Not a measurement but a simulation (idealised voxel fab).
process module | voxel tone inversion
cross-section cut | 210 nm wide | cells 5 nm
A cross-section is a grid of square cells, given in bands from the top down. A band is one or more rows of cells.
Each band's line starts with the height of the band's top and of its bottom, in nm. Then come its materials from left to right, each with its width in nm. One material with "throughout" fills the band from edge to edge. "air" is empty space.
Height 0 is the level under which the wafer as received is all one material. The lowest band goes on downwards, as in "0 down".
A width such as "30 to 40" changes by the same amount from each row of cells to the next, from the band's top row to its bottom row.
"no change" after a step means that no cell of the cross-section changed.
closed voids: empty space of 8 cells or more with no open way to the top, each as width x height at its distance from the left edge, in nm
after a step's settings: what the simulator itself notes on the step
overlay nm, on a step with a mask: how far to the right of its planned place the mask lay; to the left if negative
plan
1 op RECEIVE | material Si
2 op CONFORMAL_DEP | material SiCN | thk nm 5
3 op DIRECTIONAL_DEP | material aC | thk nm 25
4 op PATTERN | tone cover | mask id POSTS | material resist | width nm 15 | pitch nm 40 | thk nm 30 | overlay nm 0
5 op DIRECTIONAL_ETCH | etch materials aC | depth nm 25
6 op STRIP | etch materials resist
7 op FILL_DEP | material lowk | thk nm 5
8 op CMP | height nm 30
9 op STRIP | etch materials aC
10 op CONFORMAL_DEP | material TiN | thk nm 5
11 op FILL_DEP | material Ru | thk nm 10
12 op CMP | height nm 30
13 op CONFORMAL_DEP | material SiCN | thk nm 5
first wafer, as planned
as received, after step 1
  0 down: Si throughout
  closed voids: none
after step 2
  5 to 0: SiCN throughout
  below 0: unchanged
after step 3
  30 to 5: aC throughout
  below 5: unchanged
after step 4
  60 to 30: air 75 | resist 15 | air 25 | resist 15 | air 80
  below 30: unchanged
after step 5
  35 to 30: air 75 | resist 15 | air 25 | resist 15 | air 80
  30 to 5: air 75 | aC 15 | air 25 | aC 15 | air 80
  below 5: unchanged
after step 6
  30 to 5: air 75 | aC 15 | air 25 | aC 15 | air 80
  below 5: unchanged
after step 7
  35 to 30: lowk throughout
  30 to 5: lowk 75 | aC 15 | lowk 25 | aC 15 | lowk 80
  below 5: unchanged
after step 8
  30 to 5: lowk 75 | aC 15 | lowk 25 | aC 15 | lowk 80
  below 5: unchanged
after step 9
  30 to 5: lowk 75 | air 15 | lowk 25 | air 15 | lowk 80
  below 5: unchanged
after step 10
  35 to 30: TiN 80 | air 5 | TiN 35 | air 5 | TiN 85
  30 to 10: lowk 75 | TiN 5 | air 5 | TiN 5 | lowk 25 | TiN 5 | air 5 | TiN 5 | lowk 80
  10 to 5: lowk 75 | TiN 15 | lowk 25 | TiN 15 | lowk 80
  below 5: unchanged
after step 11
  45 to 35: Ru throughout
  35 to 30: TiN 80 | Ru 5 | TiN 35 | Ru 5 | TiN 85
  30 to 10: lowk 75 | TiN 5 | Ru 5 | TiN 5 | lowk 25 | TiN 5 | Ru 5 | TiN 5 | lowk 80
  below 10: unchanged
after step 12
  30 to 10: lowk 75 | TiN 5 | Ru 5 | TiN 5 | lowk 25 | TiN 5 | Ru 5 | TiN 5 | lowk 80
  below 10: unchanged
after step 13
  35 to 30: SiCN throughout
  below 30: unchanged
second wafer: like start, like plan, one mistake. Through step 1 it matches the first wafer
when step 2 should have ended
  15 to 0: SiCN throughout
  below 0: unchanged
when step 3 should have ended
  40 to 15: aC throughout
  below 15: unchanged
when step 4 should have ended
  70 to 40: air 75 | resist 15 | air 25 | resist 15 | air 80
  below 40: unchanged
when step 5 should have ended
  45 to 40: air 75 | resist 15 | air 25 | resist 15 | air 80
  40 to 15: air 75 | aC 15 | air 25 | aC 15 | air 80
  below 15: unchanged
when step 6 should have ended
  40 to 15: air 75 | aC 15 | air 25 | aC 15 | air 80
  below 15: unchanged
when step 7 should have ended
  45 to 40: lowk throughout
  40 to 15: lowk 75 | aC 15 | lowk 25 | aC 15 | lowk 80
  below 15: unchanged
when step 8 should have ended
  30 to 15: lowk 75 | aC 15 | lowk 25 | aC 15 | lowk 80
  below 15: unchanged
when step 9 should have ended
  30 to 15: lowk 75 | air 15 | lowk 25 | air 15 | lowk 80
  below 15: unchanged
when step 10 should have ended
  35 to 30: TiN 80 | air 5 | TiN 35 | air 5 | TiN 85
  30 to 20: lowk 75 | TiN 5 | air 5 | TiN 5 | lowk 25 | TiN 5 | air 5 | TiN 5 | lowk 80
  20 to 15: lowk 75 | TiN 15 | lowk 25 | TiN 15 | lowk 80
  below 15: unchanged
when step 11 should have ended
  45 to 35: Ru throughout
  35 to 30: TiN 80 | Ru 5 | TiN 35 | Ru 5 | TiN 85
  30 to 20: lowk 75 | TiN 5 | Ru 5 | TiN 5 | lowk 25 | TiN 5 | Ru 5 | TiN 5 | lowk 80
  below 20: unchanged
when step 12 should have ended
  30 to 20: lowk 75 | TiN 5 | Ru 5 | TiN 5 | lowk 25 | TiN 5 | Ru 5 | TiN 5 | lowk 80
  below 20: unchanged
when step 13 should have ended
  35 to 30: SiCN throughout
  below 30: unchanged
what went wrong: step 2 ran as: op CONFORMAL_DEP | material SiCN | thk nm 15
at the end the second wafer has, in cells: 4 fewer of Ru | 84 more of SiCN | 8 fewer of TiN | 72 fewer of lowk
